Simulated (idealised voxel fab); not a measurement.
A process module follows: voxel transistor to metal.
Displayed cross-section: cut, width of 260 nm, square cells sized 5 nm.
Format of a cross-section: grid, square cells. Given as bands. Order: top down. Band: one or more rows of cells. Read a band's entry like this: the first values are the height of its top and the height of its bottom in nm, and what follows is the sequence of materials from left to right, each with its width in nm. Note that "empty" is empty space, and that a single material marked "throughout" reaches across the band from edge to edge. Convention: height 0 is the level below which the wafer, as received, is all one material. The lowest band does not terminate at the bottom but continues downward, represented as "0..down". Note: "30->40" means the width goes from the first number (top row of the band) to the second number (bottom row) in equal steps per row of cells. What does "left unchanged" mean for a step? It means no cell of the cross-section changed in that step. Empty spaces without an open route to the top, at least 8 cells in extent, make up the entry "Completely enclosed voids"; each is given as width x height at distance, where the distance is measured from the left edge, and all are in nm. Post-settings text on a step line: simulator's own remark regarding the step. overlay nm: how far to the right of its planned place the mask lay on this masked step (negative: to the left).

### This section lists the process steps that were planned
1,RECEIVE [material Si]
2,CONFORMAL_DEP [material SiO2] [thk nm 5]
3,CONFORMAL_DEP [material SiN] [thk nm 15]
4,PATTERN [tone cover] [mask id ACTIVE] [material resist] [width nm 90] [pitch nm 120] [thk nm 20] [overlay nm 0]
5,DIRECTIONAL_ETCH [etch materials SiN] [depth nm 15]
6,DIRECTIONAL_ETCH [etch materials SiO2] [depth nm 5]
7,DIRECTIONAL_ETCH [etch materials Si] [depth nm 30]
8,STRIP [etch materials resist]
9,FILL_DEP [material SiO2] [thk nm 5]
10,CMP [height nm 20]
11,SELECTIVE_ETCH [etch materials SiO2] [depth nm 15]
12,STRIP [etch materials SiN]
13,SELECTIVE_ETCH [etch materials SiO2] [depth nm 5]
14,OXIDIZE [depth nm 5]
15,DIRECTIONAL_DEP [material polySi] [thk nm 25]
16,DIRECTIONAL_DEP [material SiCN] [thk nm 10]
17,MASKED_ETCH [tone cover] [mask id GATE] [width nm 20] [pitch nm 120] [etch materials SiCN] [depth nm 20] [overlay nm 0]
18,MASKED_ETCH [tone cover] [mask id GATE] [width nm 20] [pitch nm 120] [etch materials polySi] [depth nm 35] [overlay nm 0]
19,CONFORMAL_DEP [material SiN] [thk nm 5]
20,DIRECTIONAL_ETCH [etch materials SiN] [depth nm 5]
21,DIRECTIONAL_ETCH [etch materials SiO2] [depth nm 5]
22,EPI [material SiGe] [thk nm 5]
23,FILL_DEP [material SiO2] [thk nm 5]
24,CMP [height nm 35]
25,DIRECTIONAL_DEP [material SiO2] [thk nm 10]
26,DIRECTIONAL_DEP [material aC] [thk nm 15]
27,PATTERN [tone open] [mask id CONTACT] [material resist] [width nm 25] [thk nm 30] [overlay nm 0]
28,DIRECTIONAL_ETCH [etch materials aC] [depth nm 15]
29,STRIP [etch materials resist]
30,DIRECTIONAL_ETCH [etch materials SiO2] [depth nm 45]
31,STRIP [etch materials aC]
32,CONFORMAL_DEP [material TiN] [thk nm 5]
33,FILL_DEP [material W] [thk nm 10]
34,CMP [height nm 45]
35,CONFORMAL_DEP [material SiN] [thk nm 5]
36,DIRECTIONAL_DEP [material SiO2] [thk nm 25]
37,DIRECTIONAL_DEP [material aC] [thk nm 15]
38,PATTERN [tone open] [mask id METAL_1] [material resist] [width nm 15] [thk nm 35] [overlay nm 0]
39,DIRECTIONAL_ETCH [etch materials aC] [depth nm 15]
40,STRIP [etch materials resist]
41,DIRECTIONAL_ETCH [etch materials SiO2] [depth nm 25]
42,DIRECTIONAL_ETCH [etch materials SiN] [depth nm 5]
43,STRIP [etch materials aC]
44,CONFORMAL_DEP [material TiN] [thk nm 5]
45,FILL_DEP [material Cu] [thk nm 5]
46,CMP [height nm 75]
47,EPI [material Ru] [thk nm 5]
48,FILL_DEP [material SiCN] [thk nm 5]
49,DIRECTIONAL_DEP [material lowk] [thk nm 25]
50,PATTERN [tone open] [mask id METAL_2] [material resist] [width nm 15] [pitch nm 120] [thk nm 15] [overlay nm 0]
51,DIRECTIONAL_ETCH [etch materials lowk] [depth nm 15]
52,STRIP [etch materials resist]
53,DIRECTIONAL_DEP [material aC] [thk nm 10]
54,PATTERN [tone open] [mask id METAL_2_HOLES] [material resist] [width nm 15] [pitch nm 120] [thk nm 30] [overlay nm 0]
55,DIRECTIONAL_ETCH [etch materials aC] [depth nm 10]
56,STRIP [etch materials resist]
57,DIRECTIONAL_ETCH [etch materials lowk] [depth nm 10]
58,DIRECTIONAL_ETCH [etch materials SiCN] [depth nm 5]
59,STRIP [etch materials aC]
60,CONFORMAL_DEP [material TiN] [thk nm 5]
61,FILL_DEP [material Cu] [thk nm 5]
62,CMP [height nm 110]
63,CONFORMAL_DEP [material SiN] [thk nm 5]

### Of two wafers, the first: run according to plan

### This is the cross-section of the wafer as we received it, i.e. after step 1
    0..down: Si throughout
    Completely enclosed voids: none

### State of the wafer after step 2, shown in cross-section
    5..0: SiO2 throughout
    Below 0, no change.

### State of the wafer after step 3, shown in cross-section
    20..5: SiN throughout
    Below 5, no change.

### State of the wafer after step 4, shown in cross-section
    40..20: empty: 25, then resist: 90, then empty: 30, then resist: 90, then empty: 25
    Below 20, no change.

### State of the wafer after step 5, shown in cross-section
    40..20: empty: 25, then resist: 90, then empty: 30, then resist: 90, then empty: 25
    20..5: empty: 25, then SiN: 90, then empty: 30, then SiN: 90, then empty: 25
    Below 5, no change.

### State of the wafer after step 6, shown in cross-section
    40..20: empty: 25, then resist: 90, then empty: 30, then resist: 90, then empty: 25
    20..5: empty: 25, then SiN: 90, then empty: 30, then SiN: 90, then empty: 25
    5..0: empty: 25, then SiO2: 90, then empty: 30, then SiO2: 90, then empty: 25
    Below 0, no change.

### State of the wafer after step 7, shown in cross-section
    40..20: empty: 25, then resist: 90, then empty: 30, then resist: 90, then empty: 25
    20..5: empty: 25, then SiN: 90, then empty: 30, then SiN: 90, then empty: 25
    5..0: empty: 25, then SiO2: 90, then empty: 30, then SiO2: 90, then empty: 25
    0..-30: empty: 25, then Si: 90, then empty: 30, then Si: 90, then empty: 25
    Below -30, no change.

### State of the wafer after step 8, shown in cross-section
    20..5: empty: 25, then SiN: 90, then empty: 30, then SiN: 90, then empty: 25
    Below 5, no change.

### State of the wafer after step 9, shown in cross-section
    25..20: SiO2 throughout
    20..5: SiO2: 25, then SiN: 90, then SiO2: 30, then SiN: 90, then SiO2: 25
    5..0: SiO2 throughout
    0..-30: SiO2: 25, then Si: 90, then SiO2: 30, then Si: 90, then SiO2: 25
    Below -30, no change.

### State of the wafer after step 10, shown in cross-section
    20..5: SiO2: 25, then SiN: 90, then SiO2: 30, then SiN: 90, then SiO2: 25
    Below 5, no change.

### State of the wafer after step 11, shown in cross-section
    20..5: empty: 25, then SiN: 90, then empty: 30, then SiN: 90, then empty: 25
    Below 5, no change.

### State of the wafer after step 12, shown in cross-section
    5..0: SiO2 throughout
    Below 0, no change.

### State of the wafer after step 13, shown in cross-section
    0..-30: SiO2: 25, then Si: 90, then SiO2: 30, then Si: 90, then SiO2: 25
    Below -30, no change.

### State of the wafer after step 14, shown in cross-section
    0..-5: SiO2 throughout
    Below -5, no change.

### State of the wafer after step 15, shown in cross-section
    25..0: polySi throughout
    Below 0, no change.

### State of the wafer after step 16, shown in cross-section
    35..25: SiCN throughout
    Below 25, no change.

### State of the wafer after step 17, shown in cross-section
    35..25: empty: 60, then SiCN: 20, then empty: 100, then SiCN: 20, then empty: 60
    Below 25, no change.

### State of the wafer after step 18, shown in cross-section
    35..25: empty: 60, then SiCN: 20, then empty: 100, then SiCN: 20, then empty: 60
    25..0: empty: 60, then polySi: 20, then empty: 100, then polySi: 20, then empty: 60
    Below 0, no change.

### State of the wafer after step 19, shown in cross-section
    40..35: empty: 55, then SiN: 30, then empty: 90, then SiN: 30, then empty: 55
    35..25: empty: 55, then SiN: 5, then SiCN: 20, then SiN: 5, then empty: 90, then SiN: 5, then SiCN: 20, then SiN: 5, then empty: 55
    25..5: empty: 55, then SiN: 5, then polySi: 20, then SiN: 5, then empty: 90, then SiN: 5, then polySi: 20, then SiN: 5, then empty: 55
    5..0: SiN: 60, then polySi: 20, then SiN: 100, then polySi: 20, then SiN: 60
    Below 0, no change.

### State of the wafer after step 20, shown in cross-section
    35..25: empty: 55, then SiN: 5, then SiCN: 20, then SiN: 5, then empty: 90, then SiN: 5, then SiCN: 20, then SiN: 5, then empty: 55
    25..0: empty: 55, then SiN: 5, then polySi: 20, then SiN: 5, then empty: 90, then SiN: 5, then polySi: 20, then SiN: 5, then empty: 55
    Below 0, no change.

### State of the wafer after step 21, shown in cross-section
    35..25: empty: 55, then SiN: 5, then SiCN: 20, then SiN: 5, then empty: 90, then SiN: 5, then SiCN: 20, then SiN: 5, then empty: 55
    25..0: empty: 55, then SiN: 5, then polySi: 20, then SiN: 5, then empty: 90, then SiN: 5, then polySi: 20, then SiN: 5, then empty: 55
    0..-5: empty: 55, then SiO2: 30, then empty: 90, then SiO2: 30, then empty: 55
    Below -5, no change.

### State of the wafer after step 22, shown in cross-section
    35..25: empty: 55, then SiN: 5, then SiCN: 20, then SiN: 5, then empty: 90, then SiN: 5, then SiCN: 20, then SiN: 5, then empty: 55
    25..0: empty: 55, then SiN: 5, then polySi: 20, then SiN: 5, then empty: 90, then SiN: 5, then polySi: 20, then SiN: 5, then empty: 55
    0..-5: empty: 20, then SiGe: 35, then SiO2: 30, then SiGe: 35, then empty: 20, then SiGe: 35, then SiO2: 30, then SiGe: 35, then empty: 20
    Below -5, no change.

### State of the wafer after step 23, shown in cross-section
    40..35: SiO2 throughout
    35..25: SiO2: 55, then SiN: 5, then SiCN: 20, then SiN: 5, then SiO2: 90, then SiN: 5, then SiCN: 20, then SiN: 5, then SiO2: 55
    25..0: SiO2: 55, then SiN: 5, then polySi: 20, then SiN: 5, then SiO2: 90, then SiN: 5, then polySi: 20, then SiN: 5, then SiO2: 55
    0..-5: SiO2: 20, then SiGe: 35, then SiO2: 30, then SiGe: 35, then SiO2: 20, then SiGe: 35, then SiO2: 30, then SiGe: 35, then SiO2: 20
    Below -5, no change.

### State of the wafer after step 24, shown in cross-section
    35..25: SiO2: 55, then SiN: 5, then SiCN: 20, then SiN: 5, then SiO2: 90, then SiN: 5, then SiCN: 20, then SiN: 5, then SiO2: 55
    Below 25, no change.

### State of the wafer after step 25, shown in cross-section
    45..35: SiO2 throughout
    Below 35, no change.

### State of the wafer after step 26, shown in cross-section
    60..45: aC throughout
    Below 45, no change.

### State of the wafer after step 27, shown in cross-section
    90..60: resist: 30, then empty: 25, then resist: 30, then empty: 25, then resist: 40, then empty: 25, then resist: 30, then empty: 25, then resist: 30
    Below 60, no change.

### State of the wafer after step 28, shown in cross-section
    75..60: resist: 30, then empty: 25, then resist: 30, then empty: 25, then resist: 40, then empty: 25, then resist: 30, then empty: 25, then resist: 30
    60..45: aC: 30, then empty: 25, then aC: 30, then empty: 25, then aC: 40, then empty: 25, then aC: 30, then empty: 25, then aC: 30
    Below 45, no change.

### State of the wafer after step 29, shown in cross-section
    60..45: aC: 30, then empty: 25, then aC: 30, then empty: 25, then aC: 40, then empty: 25, then aC: 30, then empty: 25, then aC: 30
    Below 45, no change.

### State of the wafer after step 30, shown in cross-section
    60..45: aC: 30, then empty: 25, then aC: 30, then empty: 25, then aC: 40, then empty: 25, then aC: 30, then empty: 25, then aC: 30
    45..35: SiO2: 30, then empty: 25, then SiO2: 30, then empty: 25, then SiO2: 40, then empty: 25, then SiO2: 30, then empty: 25, then SiO2: 30
    35..25: SiO2: 30, then empty: 25, then SiN: 5, then SiCN: 20, then SiN: 5, then empty: 25, then SiO2: 40, then empty: 25, then SiN: 5, then SiCN: 20, then SiN: 5, then empty: 25, then SiO2: 30
    25..0: SiO2: 30, then empty: 25, then SiN: 5, then polySi: 20, then SiN: 5, then empty: 25, then SiO2: 40, then empty: 25, then SiN: 5, then polySi: 20, then SiN: 5, then empty: 25, then SiO2: 30
    Below 0, no change.

### State of the wafer after step 31, shown in cross-section
    45..35: SiO2: 30, then empty: 25, then SiO2: 30, then empty: 25, then SiO2: 40, then empty: 25, then SiO2: 30, then empty: 25, then SiO2: 30
    Below 35, no change.

### State of the wafer after step 32, shown in cross-section
    50..45: TiN: 35, then empty: 15, then TiN: 40, then empty: 15, then TiN: 50, then empty: 15, then TiN: 40, then empty: 15, then TiN: 35
    45..35: SiO2: 30, then TiN: 5, then empty: 15, then TiN: 5, then SiO2: 30, then TiN: 5, then empty: 15, then TiN: 5, then SiO2: 40, then TiN: 5, then empty: 15, then TiN: 5, then SiO2: 30, then TiN: 5, then empty: 15, then TiN: 5, then SiO2: 30
    35..25: SiO2: 30, then TiN: 5, then empty: 15, then TiN: 5, then SiN: 5, then SiCN: 20, then SiN: 5, then TiN: 5, then empty: 15, then TiN: 5, then SiO2: 40, then TiN: 5, then empty: 15, then TiN: 5, then SiN: 5, then SiCN: 20, then SiN: 5, then TiN: 5, then empty: 15, then TiN: 5, then SiO2: 30
    25..5: SiO2: 30, then TiN: 5, then empty: 15, then TiN: 5, then SiN: 5, then polySi: 20, then SiN: 5, then TiN: 5, then empty: 15, then TiN: 5, then SiO2: 40, then TiN: 5, then empty: 15, then TiN: 5, then SiN: 5, then polySi: 20, then SiN: 5, then TiN: 5, then empty: 15, then TiN: 5, then SiO2: 30
    5..0: SiO2: 30, then TiN: 25, then SiN: 5, then polySi: 20, then SiN: 5, then TiN: 25, then SiO2: 40, then TiN: 25, then SiN: 5, then polySi: 20, then SiN: 5, then TiN: 25, then SiO2: 30
    Below 0, no change.

### State of the wafer after step 33, shown in cross-section
    60..50: W throughout
    50..45: TiN: 35, then W: 15, then TiN: 40, then W: 15, then TiN: 50, then W: 15, then TiN: 40, then W: 15, then TiN: 35
    45..35: SiO2: 30, then TiN: 5, then W: 15, then TiN: 5, then SiO2: 30, then TiN: 5, then W: 15, then TiN: 5, then SiO2: 40, then TiN: 5, then W: 15, then TiN: 5, then SiO2: 30, then TiN: 5, then W: 15, then TiN: 5, then SiO2: 30
    35..25: SiO2: 30, then TiN: 5, then W: 15, then TiN: 5, then SiN: 5, then SiCN: 20, then SiN: 5, then TiN: 5, then W: 15, then TiN: 5, then SiO2: 40, then TiN: 5, then W: 15, then TiN: 5, then SiN: 5, then SiCN: 20, then SiN: 5, then TiN: 5, then W: 15, then TiN: 5, then SiO2: 30
    25..5: SiO2: 30, then TiN: 5, then W: 15, then TiN: 5, then SiN: 5, then polySi: 20, then SiN: 5, then TiN: 5, then W: 15, then TiN: 5, then SiO2: 40, then TiN: 5, then W: 15, then TiN: 5, then SiN: 5, then polySi: 20, then SiN: 5, then TiN: 5, then W: 15, then TiN: 5, then SiO2: 30
    Below 5, no change.

### State of the wafer after step 34, shown in cross-section
    45..35: SiO2: 30, then TiN: 5, then W: 15, then TiN: 5, then SiO2: 30, then TiN: 5, then W: 15, then TiN: 5, then SiO2: 40, then TiN: 5, then W: 15, then TiN: 5, then SiO2: 30, then TiN: 5, then W: 15, then TiN: 5, then SiO2: 30
    Below 35, no change.

### State of the wafer after step 35, shown in cross-section
    50..45: SiN throughout
    Below 45, no change.

### State of the wafer after step 36, shown in cross-section
    75..50: SiO2 throughout
    Below 50, no change.

### State of the wafer after step 37, shown in cross-section
    90..75: aC throughout
    Below 75, no change.

### State of the wafer after step 38, shown in cross-section
    125..90: resist: 30, then empty: 15, then resist: 50, then empty: 15, then resist: 40, then empty: 15, then resist: 50, then empty: 15, then resist: 30
    Below 90, no change.

### State of the wafer after step 39, shown in cross-section
    110..90: resist: 30, then empty: 15, then resist: 50, then empty: 15, then resist: 40, then empty: 15, then resist: 50, then empty: 15, then resist: 30
    90..75: aC: 30, then empty: 15, then aC: 50, then empty: 15, then aC: 40, then empty: 15, then aC: 50, then empty: 15, then aC: 30
    Below 75, no change.

### State of the wafer after step 40, shown in cross-section
    90..75: aC: 30, then empty: 15, then aC: 50, then empty: 15, then aC: 40, then empty: 15, then aC: 50, then empty: 15, then aC: 30
    Below 75, no change.

### State of the wafer after step 41, shown in cross-section
    90..75: aC: 30, then empty: 15, then aC: 50, then empty: 15, then aC: 40, then empty: 15, then aC: 50, then empty: 15, then aC: 30
    75..50: SiO2: 30, then empty: 15, then SiO2: 50, then empty: 15, then SiO2: 40, then empty: 15, then SiO2: 50, then empty: 15, then SiO2: 30
    Below 50, no change.

### State of the wafer after step 42, shown in cross-section
    90..75: aC: 30, then empty: 15, then aC: 50, then empty: 15, then aC: 40, then empty: 15, then aC: 50, then empty: 15, then aC: 30
    75..50: SiO2: 30, then empty: 15, then SiO2: 50, then empty: 15, then SiO2: 40, then empty: 15, then SiO2: 50, then empty: 15, then SiO2: 30
    50..45: SiN: 30, then empty: 15, then SiN: 50, then empty: 15, then SiN: 40, then empty: 15, then SiN: 50, then empty: 15, then SiN: 30
    Below 45, no change.

### State of the wafer after step 43, shown in cross-section
    75..50: SiO2: 30, then empty: 15, then SiO2: 50, then empty: 15, then SiO2: 40, then empty: 15, then SiO2: 50, then empty: 15, then SiO2: 30
    Below 50, no change.

### State of the wafer after step 44, shown in cross-section
    80..75: TiN: 35, then empty: 5, then TiN: 60, then empty: 5, then TiN: 50, then empty: 5, then TiN: 60, then empty: 5, then TiN: 35
    75..50: SiO2: 30, then TiN: 5, then empty: 5, then TiN: 5, then SiO2: 50, then TiN: 5, then empty: 5, then TiN: 5, then SiO2: 40, then TiN: 5, then empty: 5, then TiN: 5, then SiO2: 50, then TiN: 5, then empty: 5, then TiN: 5, then SiO2: 30
    50..45: SiN: 30, then TiN: 15, then SiN: 50, then TiN: 15, then SiN: 40, then TiN: 15, then SiN: 50, then TiN: 15, then SiN: 30
    Below 45, no change.

### State of the wafer after step 45, shown in cross-section
    85..80: Cu throughout
    80..75: TiN: 35, then Cu: 5, then TiN: 60, then Cu: 5, then TiN: 50, then Cu: 5, then TiN: 60, then Cu: 5, then TiN: 35
    75..50: SiO2: 30, then TiN: 5, then Cu: 5, then TiN: 5, then SiO2: 50, then TiN: 5, then Cu: 5, then TiN: 5, then SiO2: 40, then TiN: 5, then Cu: 5, then TiN: 5, then SiO2: 50, then TiN: 5, then Cu: 5, then TiN: 5, then SiO2: 30
    Below 50, no change.

### State of the wafer after step 46, shown in cross-section
    75..50: SiO2: 30, then TiN: 5, then Cu: 5, then TiN: 5, then SiO2: 50, then TiN: 5, then Cu: 5, then TiN: 5, then SiO2: 40, then TiN: 5, then Cu: 5, then TiN: 5, then SiO2: 50, then TiN: 5, then Cu: 5, then TiN: 5, then SiO2: 30
    Below 50, no change.

### State of the wafer after step 47, shown in cross-section
    80..75: empty: 25, then Ru: 25, then empty: 40, then Ru: 25, then empty: 30, then Ru: 25, then empty: 40, then Ru: 25, then empty: 25
    Below 75, no change.

### State of the wafer after step 48, shown in cross-section
    85..80: SiCN throughout
    80..75: SiCN: 25, then Ru: 25, then SiCN: 40, then Ru: 25, then SiCN: 30, then Ru: 25, then SiCN: 40, then Ru: 25, then SiCN: 25
    Below 75, no change.

### State of the wafer after step 49, shown in cross-section
    110..85: lowk throughout
    Below 85, no change.

### State of the wafer after step 50, shown in cross-section
    125..110: resist: 30, then empty: 15, then resist: 105, then empty: 15, then resist: 95
    Below 110, no change.

### State of the wafer after step 51, shown in cross-section
    125..110: resist: 30, then empty: 15, then resist: 105, then empty: 15, then resist: 95
    110..95: lowk: 30, then empty: 15, then lowk: 105, then empty: 15, then lowk: 95
    Below 95, no change.

### State of the wafer after step 52, shown in cross-section
    110..95: lowk: 30, then empty: 15, then lowk: 105, then empty: 15, then lowk: 95
    Below 95, no change.

### State of the wafer after step 53, shown in cross-section
    120..110: aC: 30, then empty: 15, then aC: 105, then empty: 15, then aC: 95
    110..105: lowk: 30, then empty: 15, then lowk: 105, then empty: 15, then lowk: 95
    105..95: lowk: 30, then aC: 15, then lowk: 105, then aC: 15, then lowk: 95
    Below 95, no change.

### State of the wafer after step 54, shown in cross-section
    150..120: resist: 30, then empty: 15, then resist: 105, then empty: 15, then resist: 95
    Below 120, no change.

### State of the wafer after step 55, shown in cross-section
    140..120: resist: 30, then empty: 15, then resist: 105, then empty: 15, then resist: 95
    120..110: aC: 30, then empty: 15, then aC: 105, then empty: 15, then aC: 95
    110..95: lowk: 30, then empty: 15, then lowk: 105, then empty: 15, then lowk: 95
    Below 95, no change.

### State of the wafer after step 56, shown in cross-section
    120..110: aC: 30, then empty: 15, then aC: 105, then empty: 15, then aC: 95
    Below 110, no change.

### State of the wafer after step 57, shown in cross-section
    120..110: aC: 30, then empty: 15, then aC: 105, then empty: 15, then aC: 95
    110..85: lowk: 30, then empty: 15, then lowk: 105, then empty: 15, then lowk: 95
    Below 85, no change.

### State of the wafer after step 58, shown in cross-section
    120..110: aC: 30, then empty: 15, then aC: 105, then empty: 15, then aC: 95
    110..85: lowk: 30, then empty: 15, then lowk: 105, then empty: 15, then lowk: 95
    85..80: SiCN: 30, then empty: 15, then SiCN: 105, then empty: 15, then SiCN: 95
    Below 80, no change.

### State of the wafer after step 59, shown in cross-section
    110..85: lowk: 30, then empty: 15, then lowk: 105, then empty: 15, then lowk: 95
    Below 85, no change.

### State of the wafer after step 60, shown in cross-section
    115..110: TiN: 35, then empty: 5, then TiN: 115, then empty: 5, then TiN: 100
    110..85: lowk: 30, then TiN: 5, then empty: 5, then TiN: 5, then lowk: 105, then TiN: 5, then empty: 5, then TiN: 5, then lowk: 95
    85..80: SiCN: 30, then TiN: 15, then SiCN: 105, then TiN: 15, then SiCN: 95
    Below 80, no change.

### State of the wafer after step 61, shown in cross-section
    120..115: Cu throughout
    115..110: TiN: 35, then Cu: 5, then TiN: 115, then Cu: 5, then TiN: 100
    110..85: lowk: 30, then TiN: 5, then Cu: 5, then TiN: 5, then lowk: 105, then TiN: 5, then Cu: 5, then TiN: 5, then lowk: 95
    Below 85, no change.

### State of the wafer after step 62, shown in cross-section
    110..85: lowk: 30, then TiN: 5, then Cu: 5, then TiN: 5, then lowk: 105, then TiN: 5, then Cu: 5, then TiN: 5, then lowk: 95
    Below 85, no change.

### State of the wafer after step 63, shown in cross-section
    115..110: SiN throughout
    Below 110, no change.

### The second wafer: identical to the first at the outset and in its planned sequence, differing only in that one mistake was made during processing; up to and including step 33, its path is the first wafer's path

The second wafer in cross-section, at the planned close of step 34: left unchanged

### The second wafer in cross-section, at the planned close of step 35
    65..60: SiN throughout
    Below 60, no change.

### The second wafer in cross-section, at the planned close of step 36
    90..65: SiO2 throughout
    Below 65, no change.

### The second wafer in cross-section, at the planned close of step 37
    105..90: aC throughout
    Below 90, no change.

### The second wafer in cross-section, at the planned close of step 38
    140..105: resist: 30, then empty: 15, then resist: 50, then empty: 15, then resist: 40, then empty: 15, then resist: 50, then empty: 15, then resist: 30
    Below 105, no change.

### The second wafer in cross-section, at the planned close of step 39
    125..105: resist: 30, then empty: 15, then resist: 50, then empty: 15, then resist: 40, then empty: 15, then resist: 50, then empty: 15, then resist: 30
    105..90: aC: 30, then empty: 15, then aC: 50, then empty: 15, then aC: 40, then empty: 15, then aC: 50, then empty: 15, then aC: 30
    Below 90, no change.

### The second wafer in cross-section, at the planned close of step 40
    105..90: aC: 30, then empty: 15, then aC: 50, then empty: 15, then aC: 40, then empty: 15, then aC: 50, then empty: 15, then aC: 30
    Below 90, no change.

### The second wafer in cross-section, at the planned close of step 41
    105..90: aC: 30, then empty: 15, then aC: 50, then empty: 15, then aC: 40, then empty: 15, then aC: 50, then empty: 15, then aC: 30
    90..65: SiO2: 30, then empty: 15, then SiO2: 50, then empty: 15, then SiO2: 40, then empty: 15, then SiO2: 50, then empty: 15, then SiO2: 30
    Below 65, no change.

### The second wafer in cross-section, at the planned close of step 42
    105..90: aC: 30, then empty: 15, then aC: 50, then empty: 15, then aC: 40, then empty: 15, then aC: 50, then empty: 15, then aC: 30
    90..65: SiO2: 30, then empty: 15, then SiO2: 50, then empty: 15, then SiO2: 40, then empty: 15, then SiO2: 50, then empty: 15, then SiO2: 30
    65..60: SiN: 30, then empty: 15, then SiN: 50, then empty: 15, then SiN: 40, then empty: 15, then SiN: 50, then empty: 15, then SiN: 30
    Below 60, no change.

### The second wafer in cross-section, at the planned close of step 43
    90..65: SiO2: 30, then empty: 15, then SiO2: 50, then empty: 15, then SiO2: 40, then empty: 15, then SiO2: 50, then empty: 15, then SiO2: 30
    Below 65, no change.

### The second wafer in cross-section, at the planned close of step 44
    95..90: TiN: 35, then empty: 5, then TiN: 60, then empty: 5, then TiN: 50, then empty: 5, then TiN: 60, then empty: 5, then TiN: 35
    90..65: SiO2: 30, then TiN: 5, then empty: 5, then TiN: 5, then SiO2: 50, then TiN: 5, then empty: 5, then TiN: 5, then SiO2: 40, then TiN: 5, then empty: 5, then TiN: 5, then SiO2: 50, then TiN: 5, then empty: 5, then TiN: 5, then SiO2: 30
    65..60: SiN: 30, then TiN: 15, then SiN: 50, then TiN: 15, then SiN: 40, then TiN: 15, then SiN: 50, then TiN: 15, then SiN: 30
    Below 60, no change.

### The second wafer in cross-section, at the planned close of step 45
    100..95: Cu throughout
    95..90: TiN: 35, then Cu: 5, then TiN: 60, then Cu: 5, then TiN: 50, then Cu: 5, then TiN: 60, then Cu: 5, then TiN: 35
    90..65: SiO2: 30, then TiN: 5, then Cu: 5, then TiN: 5, then SiO2: 50, then TiN: 5, then Cu: 5, then TiN: 5, then SiO2: 40, then TiN: 5, then Cu: 5, then TiN: 5, then SiO2: 50, then TiN: 5, then Cu: 5, then TiN: 5, then SiO2: 30
    Below 65, no change.

### The second wafer in cross-section, at the planned close of step 46
    75..65: SiO2: 30, then TiN: 5, then Cu: 5, then TiN: 5, then SiO2: 50, then TiN: 5, then Cu: 5, then TiN: 5, then SiO2: 40, then TiN: 5, then Cu: 5, then TiN: 5, then SiO2: 50, then TiN: 5, then Cu: 5, then TiN: 5, then SiO2: 30
    Below 65, no change.

### The second wafer in cross-section, at the planned close of step 47
    80..75: empty: 25, then Ru: 25, then empty: 40, then Ru: 25, then empty: 30, then Ru: 25, then empty: 40, then Ru: 25, then empty: 25
    Below 75, no change.

### The second wafer in cross-section, at the planned close of step 48
    85..80: SiCN throughout
    80..75: SiCN: 25, then Ru: 25, then SiCN: 40, then Ru: 25, then SiCN: 30, then Ru: 25, then SiCN: 40, then Ru: 25, then SiCN: 25
    Below 75, no change.

### The second wafer in cross-section, at the planned close of step 49
    110..85: lowk throughout
    Below 85, no change.

### The second wafer in cross-section, at the planned close of step 50
    125..110: resist: 30, then empty: 15, then resist: 105, then empty: 15, then resist: 95
    Below 110, no change.

### The second wafer in cross-section, at the planned close of step 51
    125..110: resist: 30, then empty: 15, then resist: 105, then empty: 15, then resist: 95
    110..95: lowk: 30, then empty: 15, then lowk: 105, then empty: 15, then lowk: 95
    Below 95, no change.

### The second wafer in cross-section, at the planned close of step 52
    110..95: lowk: 30, then empty: 15, then lowk: 105, then empty: 15, then lowk: 95
    Below 95, no change.

### The second wafer in cross-section, at the planned close of step 53
    120..110: aC: 30, then empty: 15, then aC: 105, then empty: 15, then aC: 95
    110..105: lowk: 30, then empty: 15, then lowk: 105, then empty: 15, then lowk: 95
    105..95: lowk: 30, then aC: 15, then lowk: 105, then aC: 15, then lowk: 95
    Below 95, no change.

### The second wafer in cross-section, at the planned close of step 54
    150..120: resist: 30, then empty: 15, then resist: 105, then empty: 15, then resist: 95
    Below 120, no change.

### The second wafer in cross-section, at the planned close of step 55
    140..120: resist: 30, then empty: 15, then resist: 105, then empty: 15, then resist: 95
    120..110: aC: 30, then empty: 15, then aC: 105, then empty: 15, then aC: 95
    110..95: lowk: 30, then empty: 15, then lowk: 105, then empty: 15, then lowk: 95
    Below 95, no change.

### The second wafer in cross-section, at the planned close of step 56
    120..110: aC: 30, then empty: 15, then aC: 105, then empty: 15, then aC: 95
    Below 110, no change.

### The second wafer in cross-section, at the planned close of step 57
    120..110: aC: 30, then empty: 15, then aC: 105, then empty: 15, then aC: 95
    110..85: lowk: 30, then empty: 15, then lowk: 105, then empty: 15, then lowk: 95
    Below 85, no change.

### The second wafer in cross-section, at the planned close of step 58
    120..110: aC: 30, then empty: 15, then aC: 105, then empty: 15, then aC: 95
    110..85: lowk: 30, then empty: 15, then lowk: 105, then empty: 15, then lowk: 95
    85..80: SiCN: 30, then empty: 15, then SiCN: 105, then empty: 15, then SiCN: 95
    Below 80, no change.

### The second wafer in cross-section, at the planned close of step 59
    110..85: lowk: 30, then empty: 15, then lowk: 105, then empty: 15, then lowk: 95
    Below 85, no change.

### The second wafer in cross-section, at the planned close of step 60
    115..110: TiN: 35, then empty: 5, then TiN: 115, then empty: 5, then TiN: 100
    110..85: lowk: 30, then TiN: 5, then empty: 5, then TiN: 5, then lowk: 105, then TiN: 5, then empty: 5, then TiN: 5, then lowk: 95
    85..80: SiCN: 30, then TiN: 15, then SiCN: 105, then TiN: 15, then SiCN: 95
    Below 80, no change.

### The second wafer in cross-section, at the planned close of step 61
    120..115: Cu throughout
    115..110: TiN: 35, then Cu: 5, then TiN: 115, then Cu: 5, then TiN: 100
    110..85: lowk: 30, then TiN: 5, then Cu: 5, then TiN: 5, then lowk: 105, then TiN: 5, then Cu: 5, then TiN: 5, then lowk: 95
    Below 85, no change.

### The second wafer in cross-section, at the planned close of step 62
    110..85: lowk: 30, then TiN: 5, then Cu: 5, then TiN: 5, then lowk: 105, then TiN: 5, then Cu: 5, then TiN: 5, then lowk: 95
    Below 85, no change.

### The second wafer in cross-section, at the planned close of step 63
    115..110: SiN throughout
    Below 110, no change.
Finding, execution versus plan: step 34 was dropped from the plan's execution and never run
Upon completion, the second wafer contains, in terms of cells, a greater or smaller amount of certain materials than the first wafer: Cu -12, SiO2 -120, TiN +16, W +116
